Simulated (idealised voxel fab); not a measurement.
Title: Process Module voxel gate over fins
Square cells of 5 nm make up the cross-section cut, whose width is 280 nm.
We lay out every cross-section as a grid of square cells and spell it out in bands from the top down, where one band means one or more rows of cells.
Top height, bottom height, nm. Materials left to right, width each, nm. Single material + "throughout" = fills band edge to edge. "empty" = empty.
Height is counted from the level 0, under which the received wafer is composed throughout of one material. The lowest of the bands is not closed at the bottom but continues downward, in the notation "0..down".
Width: "30..40" (first number = top row, second number = bottom row, same change from row to row of cells).
When a step is marked "remained the same", none of the cells in the cross-section changed during that step.
Empty spaces counting at least 8 cells and having no open way to the top are listed in "Internal closed voids". The notation width x height at distance is used for each, the distance being from the left edge and all three values in nm.
Post-settings text on a step line: simulator's own remark regarding the step.
"overlay nm" answers the question of how far to the right of plan the mask lay on a step that has a mask, and when it is negative the answer is to the left.
[These are the steps we planned for the process]
1) RECEIVE [material Si]
2) CONFORMAL_DEP [material SiN] [thk nm 5]
3) PATTERN [tone cover] [mask id FINS] [material resist] [width nm 15] [pitch nm 35] [thk nm 15] [overlay nm 0]
4) DIRECTIONAL_ETCH [etch materials SiN] [depth nm 5]
5) DIRECTIONAL_ETCH [etch materials Si] [depth nm 40]
6) STRIP [etch materials resist]
7) OXIDIZE [depth nm 5]
8) FILL_DEP [material SiO2] [thk nm 15]
9) CMP [height nm 5]
10) SELECTIVE_ETCH [etch materials SiO2] [depth nm 15]
11) STRIP [etch materials SiN]
12) CONFORMAL_DEP [material HfO2] [thk nm 5]
13) CONFORMAL_DEP [material TiN] [thk nm 5]
14) CONFORMAL_DEP [material TiAl] [thk nm 5]
15) CONFORMAL_DEP [material TiN] [thk nm 5]
16) FILL_DEP [material W] [thk nm 10]
17) CMP [height nm 25]
18) CONFORMAL_DEP [material SiN] [thk nm 10]
[Cross-section of the wafer upon arrival, representing the state reached after step 1]
0..down | Si throughout
Internal closed voids: none
[Module complete, cross-section. Starting point and plan per above. One mistake made in running the module]
35..25 | SiN throughout
25..20 | W throughout
20..15 | TiN throughout
15..10 | TiAl throughout
10..5 | TiN 100, TiAl 5, TiN 30, TiAl 5, TiN 30, TiAl 5, TiN 105
5..0 | HfO2 95, TiN 5, TiAl 5, TiN 5, HfO2 20, TiN 5, TiAl 5, TiN 5, HfO2 20, TiN 5, TiAl 5, TiN 5, HfO2 100
0..-5 | Si 90, HfO2 5, TiN 15, HfO2 5, Si 10, HfO2 5, TiN 15, HfO2 5, Si 10, HfO2 5, TiN 15, HfO2 5, Si 95
-5..-10 | Si 90, HfO2 25, Si 10, HfO2 25, Si 10, HfO2 25, Si 95
-10..-45 | Si 90, SiO2 25, Si 10, SiO2 25, Si 10, SiO2 25, Si 95
-45..down | Si throughout
Internal closed voids: none
Nonconformance to the process plan: step 3 ran differently from the plan; actual operation with settings: PATTERN [tone open] [mask id FINS] [material resist] [width nm 15] [pitch nm 35] [thk nm 15] [overlay nm 0]
